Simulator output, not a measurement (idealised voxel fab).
Herein follows the process module entitled voxel double patterning.
It is cross-section cut that appears here, measuring 160 nm in width, its square cells being 5 nm in size.
Just so we're on the same page, the cross-sections are grids of square cells, and they're listed out in bands top to bottom, each band one or more rows deep.
What a band's entry tells you: where the top is and where the bottom is, as heights in nm, and after that what lies inside, material by material from left to right, each with its width in nm. Empty space is written as the word "blank", and a single material marked with the word "all across" occupies the band from edge to edge.
The reference from which all heights are counted is 0, the level beneath which the as-received wafer is entirely one material; the lowest band, having no lower bound, proceeds downward and is written after the example "0 nm and below".
The notation "30..40" denotes a width that varies across the rows of cells in the band, beginning at the first number in the top row, finishing at the second number in the bottom row, and changing by an identical amount from each row to the next.
"identical to before" means the step left every cell of the cross-section as it was.
"Unvented voids" specifies each empty space that is not open to the top and that occupies no fewer than 8 cells, using the form width x height at distance, the distance measured from the left edge and all three quantities in nm.
Post-settings text on a step line: simulator's own remark regarding the step.
"overlay nm" answers the question of how far to the right of plan the mask lay on a step that has a mask, and when it is negative the answer is to the left.
THESE ARE THE STEPS WE PLANNED FOR THE PROCESS
1. RECEIVE | material Si
2. CONFORMAL_DEP | material SiO2 | thk nm 5
3. DIRECTIONAL_DEP | material TiN | thk nm 10
4. DIRECTIONAL_DEP | material SiCN | thk nm 5
5. PATTERN | tone open | mask id FIRST | material resist | width nm 15 | pitch nm 50 | thk nm 20 | overlay nm 0
6. DIRECTIONAL_ETCH | etch materials SiCN | depth nm 5
7. STRIP | etch materials resist
8. PATTERN | tone open | mask id SECOND | material resist | width nm 15 | thk nm 20 | overlay nm 0
9. DIRECTIONAL_ETCH | etch materials SiCN | depth nm 5
10. STRIP | etch materials resist
11. DIRECTIONAL_ETCH | etch materials TiN | depth nm 10
12. STRIP | etch materials SiCN
AS-RECEIVED STATE OF THE WAFER IN CROSS-SECTION, EQUIVALENT TO POST-STEP 1
> 0 nm and below: Si all across
> Unvented voids: none
CROSS-SECTIONAL IMAGE OF THE FIRST OF TWO WAFERS AT THE END OF THE MODULE, THE RUN HAVING PROCEEDED AS PLANNED
> 15 nm to 5 nm: 45 nm TiN | 15 nm blank | 10 nm TiN | 15 nm blank | 10 nm TiN | 15 nm blank | 50 nm TiN
> 5 nm to 0 nm: SiO2 all across
> 0 nm and below: Si all across
> Unvented voids: none
SO THIS IS WAFER NUMBER TWO OF THE TWO, CUT AT THE END OF THE MODULE - IT STARTED WHERE THE FIRST DID AND HAD THE SAME PLAN, WE JUST GOT ONE THING WRONG RUNNING IT
> 15 nm to 5 nm: 45 nm blank | 15 nm TiN | 35 nm blank | 15 nm TiN | 50 nm blank
> 5 nm to 0 nm: SiO2 all across
> 0 nm and below: Si all across
> Unvented voids: none
Deviation noted in wafer processing: step 5 ran differently from the plan; actual operation with settings: PATTERN | tone cover | mask id FIRST | material resist | width nm 15 | pitch nm 50 | thk nm 20 | overlay nm 0
Bottom line after processing is that, in cells, the second wafer is up or down on some materials versus the first: -34 TiN
